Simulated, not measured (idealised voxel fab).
This is a process module. Its name is voxel spacer lines.
Square cell edge 5 nm, section width 195 nm, ID cut.
In what follows, cross-sections appear as grids of square cells, described through bands that run from the top down, where every band is one or more rows of cells. What a band's entry tells you: where the top is and where the bottom is, as heights in nm, and after that what lies inside, material by material from left to right, each with its width in nm. Empty space is written as the word "blank", and a single material marked with the word "full width" occupies the band from edge to edge. The level at which height equals 0 is the one under which the wafer, as it arrives, is entirely one material. No lower edge exists for the bottom band, which continues downward and is notated as in "0 -> down". The notation "30->40" denotes a width that varies across the rows of cells in the band, beginning at the first number in the top row, finishing at the second number in the bottom row, and changing by an identical amount from each row to the next. Given "identical to before" for a step, no cell of the cross-section differs between before and after that step. So "Closed void inventory" is basically the list of trapped voids: any empty space of 8 cells or more that can't reach the top through an opening. They're written width x height at distance, the distance being from the left edge, and it's all nm. Read whatever lies past the settings on a step's line as the simulator's own remark about the step. You can add "overlay nm" to a step's line. For a step with a mask, it describes how far the mask lay to the right of its planned position, and a negative number describes a lay to the left.

## Here's what the planned process steps look like
1: RECEIVE: material Si
2: CONFORMAL_DEP: material Al2O3, thk nm 10
3: DIRECTIONAL_DEP: material W, thk nm 15
4: DIRECTIONAL_DEP: material polySi, thk nm 25
5: PATTERN: tone cover, mask id MANDREL, material resist, width nm 20, pitch nm 60, thk nm 30, overlay nm 0
6: DIRECTIONAL_ETCH: etch materials polySi, depth nm 25
7: STRIP: etch materials resist
8: CONFORMAL_DEP: material SiO2, thk nm 10
9: DIRECTIONAL_ETCH: etch materials SiO2, depth nm 10
10: STRIP: etch materials polySi
11: DIRECTIONAL_ETCH: etch materials W, depth nm 15
12: STRIP: etch materials SiO2

## First out of two wafers; run went to plan

## As-received state of the wafer in cross-section, equivalent to post-step 1
  0 -> down: Si full width
  Closed void inventory: none

## Cross-section of the wafer after step 2
  10 -> 0: Al2O3 full width
  Heights below 0 show no change.

## Cross-section of the wafer after step 3
  25 -> 10: W full width
  Heights below 10 show no change.

## Cross-section of the wafer after step 4
  50 -> 25: polySi full width
  Heights below 25 show no change.

## Cross-section of the wafer after step 5
  80 -> 50: 25 of blank | 20 of resist | 40 of blank | 20 of resist | 40 of blank | 20 of resist | 30 of blank
  Heights below 50 show no change.

## Cross-section of the wafer after step 6
  80 -> 50: 25 of blank | 20 of resist | 40 of blank | 20 of resist | 40 of blank | 20 of resist | 30 of blank
  50 -> 25: 25 of blank | 20 of polySi | 40 of blank | 20 of polySi | 40 of blank | 20 of polySi | 30 of blank
  Heights below 25 show no change.

## Cross-section of the wafer after step 7
  50 -> 25: 25 of blank | 20 of polySi | 40 of blank | 20 of polySi | 40 of blank | 20 of polySi | 30 of blank
  Heights below 25 show no change.

## Cross-section of the wafer after step 8
  60 -> 50: 15 of blank | 40 of SiO2 | 20 of blank | 40 of SiO2 | 20 of blank | 40 of SiO2 | 20 of blank
  50 -> 35: 15 of blank | 10 of SiO2 | 20 of polySi | 10 of SiO2 | 20 of blank | 10 of SiO2 | 20 of polySi | 10 of SiO2 | 20 of blank | 10 of SiO2 | 20 of polySi | 10 of SiO2 | 20 of blank
  35 -> 25: 25 of SiO2 | 20 of polySi | 40 of SiO2 | 20 of polySi | 40 of SiO2 | 20 of polySi | 30 of SiO2
  Heights below 25 show no change.

## Cross-section of the wafer after step 9
  50 -> 25: 15 of blank | 10 of SiO2 | 20 of polySi | 10 of SiO2 | 20 of blank | 10 of SiO2 | 20 of polySi | 10 of SiO2 | 20 of blank | 10 of SiO2 | 20 of polySi | 10 of SiO2 | 20 of blank
  Heights below 25 show no change.

## Cross-section of the wafer after step 10
  50 -> 25: 15 of blank | 10 of SiO2 | 20 of blank | 10 of SiO2 | 20 of blank | 10 of SiO2 | 20 of blank | 10 of SiO2 | 20 of blank | 10 of SiO2 | 20 of blank | 10 of SiO2 | 20 of blank
  Heights below 25 show no change.

## Cross-section of the wafer after step 11
  50 -> 25: 15 of blank | 10 of SiO2 | 20 of blank | 10 of SiO2 | 20 of blank | 10 of SiO2 | 20 of blank | 10 of SiO2 | 20 of blank | 10 of SiO2 | 20 of blank | 10 of SiO2 | 20 of blank
  25 -> 10: 15 of blank | 10 of W | 20 of blank | 10 of W | 20 of blank | 10 of W | 20 of blank | 10 of W | 20 of blank | 10 of W | 20 of blank | 10 of W | 20 of blank
  Heights below 10 show no change.

## Cross-section of the wafer after step 12
  25 -> 10: 15 of blank | 10 of W | 20 of blank | 10 of W | 20 of blank | 10 of W | 20 of blank | 10 of W | 20 of blank | 10 of W | 20 of blank | 10 of W | 20 of blank
  Heights below 10 show no change.

## What follows concerns the second wafer, which started out like the first and was meant to follow the very same plan; one mistake crept in when it was run, but everything up to and including step 1 is the same as for the first wafer

Planned end of step 2: second wafer, cross-section: identical to before

## Planned end of step 3: second wafer, cross-section
  15 -> 0: W full width
  Heights below 0 show no change.

## Planned end of step 4: second wafer, cross-section
  40 -> 15: polySi full width
  Heights below 15 show no change.

## Planned end of step 5: second wafer, cross-section
  70 -> 40: 25 of blank | 20 of resist | 40 of blank | 20 of resist | 40 of blank | 20 of resist | 30 of blank
  Heights below 40 show no change.

## Planned end of step 6: second wafer, cross-section
  70 -> 40: 25 of blank | 20 of resist | 40 of blank | 20 of resist | 40 of blank | 20 of resist | 30 of blank
  40 -> 15: 25 of blank | 20 of polySi | 40 of blank | 20 of polySi | 40 of blank | 20 of polySi | 30 of blank
  Heights below 15 show no change.

## Planned end of step 7: second wafer, cross-section
  40 -> 15: 25 of blank | 20 of polySi | 40 of blank | 20 of polySi | 40 of blank | 20 of polySi | 30 of blank
  Heights below 15 show no change.

## Planned end of step 8: second wafer, cross-section
  50 -> 40: 15 of blank | 40 of SiO2 | 20 of blank | 40 of SiO2 | 20 of blank | 40 of SiO2 | 20 of blank
  40 -> 25: 15 of blank | 10 of SiO2 | 20 of polySi | 10 of SiO2 | 20 of blank | 10 of SiO2 | 20 of polySi | 10 of SiO2 | 20 of blank | 10 of SiO2 | 20 of polySi | 10 of SiO2 | 20 of blank
  25 -> 15: 25 of SiO2 | 20 of polySi | 40 of SiO2 | 20 of polySi | 40 of SiO2 | 20 of polySi | 30 of SiO2
  Heights below 15 show no change.

## Planned end of step 9: second wafer, cross-section
  40 -> 15: 15 of blank | 10 of SiO2 | 20 of polySi | 10 of SiO2 | 20 of blank | 10 of SiO2 | 20 of polySi | 10 of SiO2 | 20 of blank | 10 of SiO2 | 20 of polySi | 10 of SiO2 | 20 of blank
  Heights below 15 show no change.

## Planned end of step 10: second wafer, cross-section
  40 -> 15: 15 of blank | 10 of SiO2 | 20 of blank | 10 of SiO2 | 20 of blank | 10 of SiO2 | 20 of blank | 10 of SiO2 | 20 of blank | 10 of SiO2 | 20 of blank | 10 of SiO2 | 20 of blank
  Heights below 15 show no change.

## Planned end of step 11: second wafer, cross-section
  40 -> 15: 15 of blank | 10 of SiO2 | 20 of blank | 10 of SiO2 | 20 of blank | 10 of SiO2 | 20 of blank | 10 of SiO2 | 20 of blank | 10 of SiO2 | 20 of blank | 10 of SiO2 | 20 of blank
  15 -> 0: 15 of blank | 10 of W | 20 of blank | 10 of W | 20 of blank | 10 of W | 20 of blank | 10 of W | 20 of blank | 10 of W | 20 of blank | 10 of W | 20 of blank
  Heights below 0 show no change.

## Planned end of step 12: second wafer, cross-section
  15 -> 0: 15 of blank | 10 of W | 20 of blank | 10 of W | 20 of blank | 10 of W | 20 of blank | 10 of W | 20 of blank | 10 of W | 20 of blank | 10 of W | 20 of blank
  Heights below 0 show no change.
What went wrong in running the wafer? step 2 from the plan never happened, it was just skipped
At the finish, the second wafer shows more or fewer cells for some materials than the first does: 78 fewer of Al2O3
